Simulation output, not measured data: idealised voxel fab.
process module | voxel self aligned vias
The cross-section shown here is cut; it is 280 nm wide and divided into square cells measuring 5 nm on a side.
The cross-sections in this document take the form of a grid made of square cells. They are written out as bands, in order from top to bottom. Each band consists of one or more rows of cells. A band entry consists of two parts. The first gives the height of the band's top and the height of its bottom, in nm. The rest lists the band's materials from left to right, each with its width in nm. A single material labelled with the word "throughout" fills the band from edge to edge, and the word "blank" marks empty space. Counting heights begins at 0, where everything beneath is, in the wafer as received, one material. The lowest band has no bottom; it goes on downwards, as "0 down" shows. When a width is written as two numbers, as in "30 to 40", the first number is the width in the top row of cells of the band and the second is the width in its bottom row, and the width changes by the same amount from each row to the next. The cross-section has no changed cell in any step marked "no modification". "Fully sealed cavities" contains a list of empty spaces, each no smaller than 8 cells and without an open way to the top, written in the form width x height at distance with the distance from the left edge and all three in nm. Read whatever lies past the settings on a step's line as the simulator's own remark about the step. overlay nm: mask offset rightward from planned place, masked step; negative means leftward offset.
**Listed below are the process steps as planned**
1 RECEIVE with material Si
2 CONFORMAL_DEP with material SiO2, thk nm 15
3 CONFORMAL_DEP with material SiCN, thk nm 5
4 DIRECTIONAL_DEP with material SiO2, thk nm 25
5 DIRECTIONAL_DEP with material aC, thk nm 10
6 PATTERN with tone open, mask id LINES, material resist, width nm 30, pitch nm 60, thk nm 25, overlay nm 0
7 DIRECTIONAL_ETCH with etch materials aC, depth nm 10
8 STRIP with etch materials resist
9 DIRECTIONAL_ETCH with etch materials SiO2, depth nm 25
10 STRIP with etch materials aC
11 CONFORMAL_DEP with material TiN, thk nm 5
12 FILL_DEP with material Ru, thk nm 10
13 CMP with height nm 45
14 SELECTIVE_ETCH with etch materials W Ru TiN, depth nm 5
15 FILL_DEP with material SiN, thk nm 10
16 CMP with height nm 45
17 DIRECTIONAL_DEP with material SiO2, thk nm 20
18 DIRECTIONAL_DEP with material aC, thk nm 15
19 PATTERN with tone open, mask id VIAS, material resist, width nm 30, pitch nm 120, thk nm 35, overlay nm 0
20 DIRECTIONAL_ETCH with etch materials aC, depth nm 15
21 STRIP with etch materials resist
22 DIRECTIONAL_ETCH with etch materials SiO2, depth nm 20
23 DIRECTIONAL_ETCH with etch materials SiN, depth nm 5
24 STRIP with etch materials aC
25 CONFORMAL_DEP with material TiN, thk nm 5
26 FILL_DEP with material Ru, thk nm 5
27 CMP with height nm 65
28 CONFORMAL_DEP with material SiCN, thk nm 5
What sets these wafers apart? The width nm at step 19. They all start alike, and the plan carries the first wafer's value.
**Cross-section, first of several wafers, as delivered after step 1**
    0 down: Si throughout
    Fully sealed cavities: none
**The cross-section of the first of several wafers is given below for the end of the module, after its final step, step 28**
    70 to 65: SiCN throughout
    65 to 45: SiO2 65; TiN 5; Ru 20; TiN 5; SiO2 90; TiN 5; Ru 20; TiN 5; SiO2 65
    45 to 40: SiO2 65; TiN 30; SiO2 30; SiN 30; SiO2 30; TiN 30; SiO2 65
    40 to 25: SiO2 65; TiN 5; Ru 20; TiN 5; SiO2 30; TiN 5; Ru 20; TiN 5; SiO2 30; TiN 5; Ru 20; TiN 5; SiO2 65
    25 to 20: SiO2 65; TiN 30; SiO2 30; TiN 30; SiO2 30; TiN 30; SiO2 65
    20 to 15: SiCN throughout
    15 to 0: SiO2 throughout
    0 down: Si throughout
    Fully sealed cavities: none
**Cross-section, module end, final of several wafers**
    70 to 65: SiCN throughout
    65 to 50: SiO2 55; TiN 5; Ru 45; TiN 5; SiO2 65; TiN 5; Ru 45; TiN 5; SiO2 50
    50 to 45: SiO2 55; TiN 15; Ru 20; TiN 20; SiO2 65; TiN 15; Ru 20; TiN 20; SiO2 50
    45 to 40: SiO2 65; TiN 30; SiO2 30; SiN 30; SiO2 30; TiN 30; SiO2 65
    40 to 25: SiO2 65; TiN 5; Ru 20; TiN 5; SiO2 30; TiN 5; Ru 20; TiN 5; SiO2 30; TiN 5; Ru 20; TiN 5; SiO2 65
    25 to 20: SiO2 65; TiN 30; SiO2 30; TiN 30; SiO2 30; TiN 30; SiO2 65
    20 to 15: SiCN throughout
    15 to 0: SiO2 throughout
    0 down: Si throughout
    Fully sealed cavities: none
**wafer rows; end of module; cells per material since receipt: (+) gained, (-) lost; then closed voids**
width nm 30, +68 Ru, +112 SiCN, +6 SiN, +534 SiO2, +64 TiN, Fully sealed cavities: none
width nm 35, +74 Ru, +112 SiCN, +6 SiN, +526 SiO2, +66 TiN, Fully sealed cavities: none
width nm 40, +80 Ru, +112 SiCN, +6 SiN, +518 SiO2, +68 TiN, Fully sealed cavities: none
width nm 45, +86 Ru, +112 SiCN, +6 SiN, +510 SiO2, +70 TiN, Fully sealed cavities: none
width nm 50, +92 Ru, +112 SiCN, +6 SiN, +502 SiO2, +72 TiN, Fully sealed cavities: none
width nm 55, +98 Ru, +112 SiCN, +6 SiN, +494 SiO2, +74 TiN, Fully sealed cavities: none
